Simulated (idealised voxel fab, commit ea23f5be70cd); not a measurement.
The process module presented herein is designated voxel capacitor over wiring.
Displayed cross-section: cut, width of 200 nm, square cells sized 5 nm.
Cross-sections here: square-cell grids, written as top-down lists of bands, a band being one or more rows of cells.
Heads up on the band format: heights come first, top then bottom, in nm. After that it's the materials left to right, each with its width in nm. A single material flagged "full width" fills the whole band edge to edge, and "air" means there's empty space there.
Zero point of the height axis is 0; under it, received wafer = one material. Lowest band: continues down indefinitely, "top 0, no bottom".
A two-number width, for instance "30 to 40", indicates that the width is equal to the first number in the top row of the band and to the second number in the bottom row, and that it changes by a constant amount per row of cells.
A step reported as "everything unchanged" is a step in which no cell of the cross-section changed.
You'll see "Sealed voids" listing empty spaces that have no way open to the top, as long as they're 8 cells or more; the notation is width x height at distance, where the distance is from the left edge, and all of it is in nm.
Formally, on a step line, whatever follows the settings is a remark that the simulator itself makes on the step.
You can add "overlay nm" to a step's line. For a step with a mask, it describes how far the mask lay to the right of its planned position, and a negative number describes a lay to the left.

[Here's what the planned process steps look like]
| 1 | RECEIVE (material Si) |
| 2 | CONFORMAL_DEP (material SiO2; thk nm 15) |
| 3 | CONFORMAL_DEP (material SiCN; thk nm 5) |
| 4 | DIRECTIONAL_DEP (material SiO2; thk nm 20) |
| 5 | DIRECTIONAL_DEP (material aC; thk nm 15) |
| 6 | PATTERN (tone open; mask id METAL_1; material resist; width nm 25; pitch nm 90; thk nm 35; overlay nm 0) |
| 7 | DIRECTIONAL_ETCH (etch materials aC; depth nm 15) |
| 8 | STRIP (etch materials resist) |
| 9 | DIRECTIONAL_ETCH (etch materials SiO2; depth nm 20) |
| 10 | DIRECTIONAL_ETCH (etch materials SiCN; depth nm 5) |
| 11 | STRIP (etch materials aC) |
| 12 | CONFORMAL_DEP (material TiN; thk nm 5) |
| 13 | FILL_DEP (material Cu; thk nm 10) |
| 14 | CMP (height nm 40) |
| 15 | EPI (material Ru; thk nm 5) |
| 16 | FILL_DEP (material SiCN; thk nm 5) |
| 17 | DIRECTIONAL_DEP (material lowk; thk nm 10) |
| 18 | PATTERN (tone open; mask id PLUG_1; material resist; width nm 15; thk nm 20; overlay nm 0) |
| 19 | DIRECTIONAL_ETCH (etch materials lowk; depth nm 10) |
| 20 | DIRECTIONAL_ETCH (etch materials SiCN; depth nm 5) |
| 21 | STRIP (etch materials resist) |
| 22 | EPI (material Ru; thk nm 10) |
| 23 | EPI (material Ru; thk nm 5) |
| 24 | DIRECTIONAL_DEP (material TiN; thk nm 10) |
| 25 | DIRECTIONAL_DEP (material HfO2; thk nm 5) |
| 26 | DIRECTIONAL_DEP (material TiN; thk nm 5) |
| 27 | DIRECTIONAL_DEP (material aC; thk nm 10) |
| 28 | PATTERN (tone cover; mask id UPPER_PLATE; material resist; width nm 70; thk nm 25; overlay nm 0) |
| 29 | DIRECTIONAL_ETCH (etch materials aC; depth nm 10) |
| 30 | STRIP (etch materials resist) |
| 31 | DIRECTIONAL_ETCH (etch materials TiN; depth nm 5) |
| 32 | DIRECTIONAL_ETCH (etch materials HfO2; depth nm 5) |
| 33 | STRIP (etch materials aC) |
| 34 | PATTERN (tone cover; mask id LOWER_PLATE; material resist; width nm 80; thk nm 15; overlay nm 0) |
| 35 | DIRECTIONAL_ETCH (etch materials TiN; depth nm 10) |
| 36 | STRIP (etch materials resist) |
| 37 | FILL_DEP (material SiO2; thk nm 20) |
| 38 | CMP (height nm 95) |
| 39 | DIRECTIONAL_DEP (material aC; thk nm 15) |
| 40 | PATTERN (tone open; mask id PLUG_2; material resist; width nm 15; thk nm 30; overlay nm 0) |
| 41 | DIRECTIONAL_ETCH (etch materials aC; depth nm 15) |
| 42 | STRIP (etch materials resist) |
| 43 | DIRECTIONAL_ETCH (etch materials SiO2; depth nm 15) |
| 44 | STRIP (etch materials aC) |
| 45 | CONFORMAL_DEP (material TiN; thk nm 5) |
| 46 | FILL_DEP (material Ru; thk nm 5) |
| 47 | CMP (height nm 95) |
| 48 | CONFORMAL_DEP (material SiCN; thk nm 5) |
Where the wafers of this document differ is in the width nm of step 18; they start out the same, and the plan states the value that applied to the first wafer.

[first wafer as received, after step 1]
* top 0, no bottom: Si full width
* Sealed voids: none

[For your reference, the table is organized with a row per wafer; each row reflects the wafer at the end of the module, indicating for each material the cells gained (+) or lost (-) since receipt, and thereafter its closed voids]
width nm 15, +24 Cu, +14 HfO2, +25 Ru, +133 SiCN, +451 SiO2, +79 TiN, +74 lowk, Sealed voids: none
width nm 20, +24 Cu, +14 HfO2, +28 Ru, +132 SiCN, +451 SiO2, +79 TiN, +72 lowk, Sealed voids: none
width nm 25, +24 Cu, +14 HfO2, +31 Ru, +131 SiCN, +451 SiO2, +79 TiN, +70 lowk, Sealed voids: none
width nm 30, +24 Cu, +14 HfO2, +34 Ru, +130 SiCN, +451 SiO2, +79 TiN, +68 lowk, Sealed voids: none
